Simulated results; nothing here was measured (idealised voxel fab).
process module | voxel self aligned vias
cross-section cut | 210 nm wide | cells 5 nm
A cross-section is a grid of square cells, given in bands from the top down. A band is one or more rows of cells.
Each band's line starts with the height of the band's top and of its bottom, in nm. Then come its materials from left to right, each with its width in nm. One material with "throughout" fills the band from edge to edge. "air" is empty space.
Height 0 is the level under which the wafer as received is all one material. The lowest band goes on downwards, as in "0 down".
A width such as "30 to 40" changes by the same amount from each row of cells to the next, from the band's top row to its bottom row.
"no change" after a step means that no cell of the cross-section changed.
closed voids: empty space of 8 cells or more with no open way to the top, each as width x height at its distance from the left edge, in nm
after a step's settings: what the simulator itself notes on the step
overlay nm, on a step with a mask: how far to the right of its planned place the mask lay; to the left if negative
plan
1 op RECEIVE | material Si
2 op CONFORMAL_DEP | material SiO2 | thk nm 15
3 op CONFORMAL_DEP | material SiCN | thk nm 5
4 op DIRECTIONAL_DEP | material SiO2 | thk nm 30
5 op DIRECTIONAL_DEP | material aC | thk nm 15
6 op PATTERN | tone open | mask id LINES | material resist | width nm 30 | pitch nm 65 | thk nm 30 | overlay nm 0
7 op DIRECTIONAL_ETCH | etch materials aC | depth nm 15
8 op STRIP | etch materials resist
9 op DIRECTIONAL_ETCH | etch materials SiO2 | depth nm 30
10 op STRIP | etch materials aC
11 op CONFORMAL_DEP | material TiN | thk nm 5
12 op FILL_DEP | material W | thk nm 10
13 op CMP | height nm 40
14 op SELECTIVE_ETCH | etch materials W Ru TiN | depth nm 5
15 op FILL_DEP | material SiN | thk nm 10
16 op CMP | height nm 50
17 op DIRECTIONAL_DEP | material SiO2 | thk nm 20
18 op PATTERN | tone open | mask id VIAS | material resist | width nm 40 | thk nm 15 | overlay nm 0
19 op DIRECTIONAL_ETCH | etch materials SiO2 | depth nm 20
20 op DIRECTIONAL_ETCH | etch materials SiN | depth nm 5
21 op STRIP | etch materials resist
22 op CONFORMAL_DEP | material TiN | thk nm 5
23 op FILL_DEP | material Ru | thk nm 10
24 op CMP | height nm 70
25 op CONFORMAL_DEP | material SiN | thk nm 5
varied across the wafers: height nm of step 13. The plan shows the first wafer's value. All wafers start alike
first wafer as received, after step 1
  0 down: Si throughout
  closed voids: none
first wafer at the end, after step 25
  75 to 70: SiN throughout
  70 to 50: SiO2 50 | TiN 5 | Ru 30 | TiN 5 | SiO2 120
  50 to 45: SiN 50 | TiN 40 | SiN 120
  45 to 40: SiN throughout
  40 to 35: SiO2 55 | SiN 30 | SiO2 35 | SiN 30 | SiO2 60
  35 to 25: SiO2 55 | TiN 5 | W 20 | TiN 5 | SiO2 35 | TiN 5 | W 20 | TiN 5 | SiO2 60
  25 to 20: SiO2 55 | TiN 30 | SiO2 35 | TiN 30 | SiO2 60
  20 to 15: SiCN throughout
  15 to 0: SiO2 throughout
  0 down: Si throughout
  closed voids: none
last wafer at the end
  75 to 70: SiN throughout
  70 to 55: SiO2 50 | TiN 5 | Ru 30 | TiN 5 | SiO2 120
  55 to 50: SiO2 50 | TiN 40 | SiO2 120
  50 to 25: SiO2 55 | TiN 5 | W 20 | TiN 5 | SiO2 35 | TiN 5 | W 20 | TiN 5 | SiO2 60
  25 to 20: SiO2 55 | TiN 30 | SiO2 35 | TiN 30 | SiO2 60
  20 to 15: SiCN throughout
  15 to 0: SiO2 throughout
  0 down: Si throughout
  closed voids: none
each wafer at the end: cells of each material gained (+) or lost (-) since it was received, then its closed voids
height nm 40 | +24 Ru | +42 SiCN | +130 SiN | +382 SiO2 | +36 TiN | +16 W | closed voids: none
height nm 45 | +24 Ru | +42 SiCN | +88 SiN | +412 SiO2 | +40 TiN | +24 W | closed voids: none
height nm 50 | +22 Ru | +42 SiCN | +48 SiN | +442 SiO2 | +44 TiN | +32 W | closed voids: none
height nm 55 | +18 Ru | +42 SiCN | +42 SiN | +442 SiO2 | +46 TiN | +40 W | closed voids: none
height nm 60 | +18 Ru | +42 SiCN | +42 SiN | +442 SiO2 | +46 TiN | +40 W | closed voids: none
height nm 65 | +18 Ru | +42 SiCN | +42 SiN | +442 SiO2 | +46 TiN | +40 W | closed voids: none
